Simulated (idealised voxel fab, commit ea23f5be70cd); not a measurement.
process module | voxel ribs on slabs
cross-section cut | 190 nm wide | cells 5 nm
A cross-section is a grid of square cells, given in bands from the top down. A band is one or more rows of cells.
Each band's line starts with the height of the band's top and of its bottom, in nm. Then come its materials from left to right, each with its width in nm. One material with "throughout" fills the band from edge to edge. "air" is empty space.
Height 0 is the level under which the wafer as received is all one material. The lowest band goes on downwards, as in "0 down".
A width such as "30 to 40" changes by the same amount from each row of cells to the next, from the band's top row to its bottom row.
"no change" after a step means that no cell of the cross-section changed.
closed voids: empty space of 8 cells or more with no open way to the top, each as width x height at its distance from the left edge, in nm
after a step's settings: what the simulator itself notes on the step
overlay nm, on a step with a mask: how far to the right of its planned place the mask lay; to the left if negative
plan
1 op RECEIVE | material Si
2 op DIRECTIONAL_DEP | material SiO2 | thk nm 25
3 op DIRECTIONAL_DEP | material SiN | thk nm 15
4 op PATTERN | tone cover | mask id RIB | material resist | width nm 30 | thk nm 20 | overlay nm 0
5 op DIRECTIONAL_ETCH | etch materials SiN | depth nm 5
6 op STRIP | etch materials resist
7 op MASKED_ETCH | tone cover | mask id SLAB | width nm 80 | etch materials SiN | depth nm 10 | overlay nm 0
8 op FILL_DEP | material SiO2 | thk nm 20
9 op CMP | height nm 50
10 op DIRECTIONAL_DEP | material TiN | thk nm 10
11 op PATTERN | tone cover | mask id HEATER | material resist | width nm 40 | thk nm 20 | overlay nm 0
12 op DIRECTIONAL_ETCH | etch materials TiN | depth nm 10
13 op STRIP | etch materials resist
14 op CONFORMAL_DEP | material SiN | thk nm 5
as received, after step 1
  0 down: Si throughout
  closed voids: none
first wafer at the end, as planned
  65 to 60: air 70 | SiN 50 | air 70
  60 to 55: air 70 | SiN 5 | TiN 40 | SiN 5 | air 70
  55 to 50: SiN 75 | TiN 40 | SiN 75
  50 to 40: SiO2 throughout
  40 to 35: SiO2 80 | SiN 30 | SiO2 80
  35 to 25: SiO2 55 | SiN 80 | SiO2 55
  25 to 0: SiO2 throughout
  0 down: Si throughout
  closed voids: none
second wafer at the end: like start, like plan, one mistake
  65 to 60: air 70 | SiN 50 | air 70
  60 to 55: air 70 | SiN 5 | TiN 40 | SiN 5 | air 70
  55 to 50: SiN 75 | TiN 40 | SiN 75
  50 to 40: SiO2 throughout
  40 to 35: SiO2 80 | SiN 30 | SiO2 80
  35 to 25: SiO2 60 | SiN 70 | SiO2 60
  25 to 0: SiO2 throughout
  0 down: Si throughout
  closed voids: none
what went wrong: step 7 ran as: op MASKED_ETCH | tone cover | mask id SLAB | width nm 70 | etch materials SiN | depth nm 10 | overlay nm 0
at the end the second wafer has, in cells: 4 fewer of SiN | 4 more of SiO2
